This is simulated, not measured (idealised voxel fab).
Process module under the name voxel spacer lines
Cross-sectional view cut (width: 285 nm; square cell size: 5 nm).
Cross-section, as written here: a square-cell grid given band by band from the top down, where a band holds one or more rows of cells. Top, bottom (nm), then materials left to right with widths (nm); lone material tagged "edge to edge" fills the whole band edge to edge; "empty" = empty space. Zero point of the height axis is 0; under it, received wafer = one material. Lowest band: continues down indefinitely, "0 nm and below". The notation "30..40" denotes a width that varies across the rows of cells in the band, beginning at the first number in the top row, finishing at the second number in the bottom row, and changing by an identical amount from each row to the next. "remained unchanged" -> step changed no cross-section cell. "Fully closed voids" specifies each empty space that is not open to the top and that occupies no fewer than 8 cells, using the form width x height at distance, the distance measured from the left edge and all three quantities in nm. The remark found on a step's line after its settings is issued by the simulator itself and pertains to that step. Regarding "overlay nm": on a step with a mask, it is the distance the mask lay to the right of its planned place; a negative value places it to the left.
The following list gives the planned process steps
1 RECEIVE, material Si
2 CONFORMAL_DEP, material Al2O3, thk nm 10
3 DIRECTIONAL_DEP, material W, thk nm 10
4 DIRECTIONAL_DEP, material polySi, thk nm 30
5 PATTERN, tone cover, mask id MANDREL, material resist, width nm 20, pitch nm 60, thk nm 40, overlay nm 0
6 DIRECTIONAL_ETCH, etch materials polySi, depth nm 30
7 STRIP, etch materials resist
8 CONFORMAL_DEP, material SiO2, thk nm 10
9 DIRECTIONAL_ETCH, etch materials SiO2, depth nm 10
10 STRIP, etch materials polySi
11 DIRECTIONAL_ETCH, etch materials W, depth nm 10
12 STRIP, etch materials SiO2
Delivered wafer in cross-section: state after step 1
- 0 nm and below  Si edge to edge
- Fully closed voids: none
As-planned run: cross-section of the first of two wafers at end of module
- 20 nm to 10 nm  empty=90; W=10; empty=20; W=10; empty=20; W=10; empty=20; W=10; empty=95
- 10 nm to 0 nm  Al2O3 edge to edge
- 0 nm and below  Si edge to edge
- Fully closed voids: none
End of module, second wafer, cross-section. Started like the first, planned like the first, run with one mistake
- 20 nm to 10 nm  empty=95; W=10; empty=15; W=10; empty=25; W=10; empty=15; W=10; empty=95
- 10 nm to 0 nm  Al2O3 edge to edge
- 0 nm and below  Si edge to edge
- Fully closed voids: none
Heads up, the wafer didn't run the way we planned it: in deviation from the planned setting, step 5 was conducted as PATTERN, tone cover, mask id MANDREL, material resist, width nm 15, pitch nm 60, thk nm 40, overlay nm 0
Same inventory, different map: at the end, the second wafer holds as many cells of each material as the first, placed elsewhere.
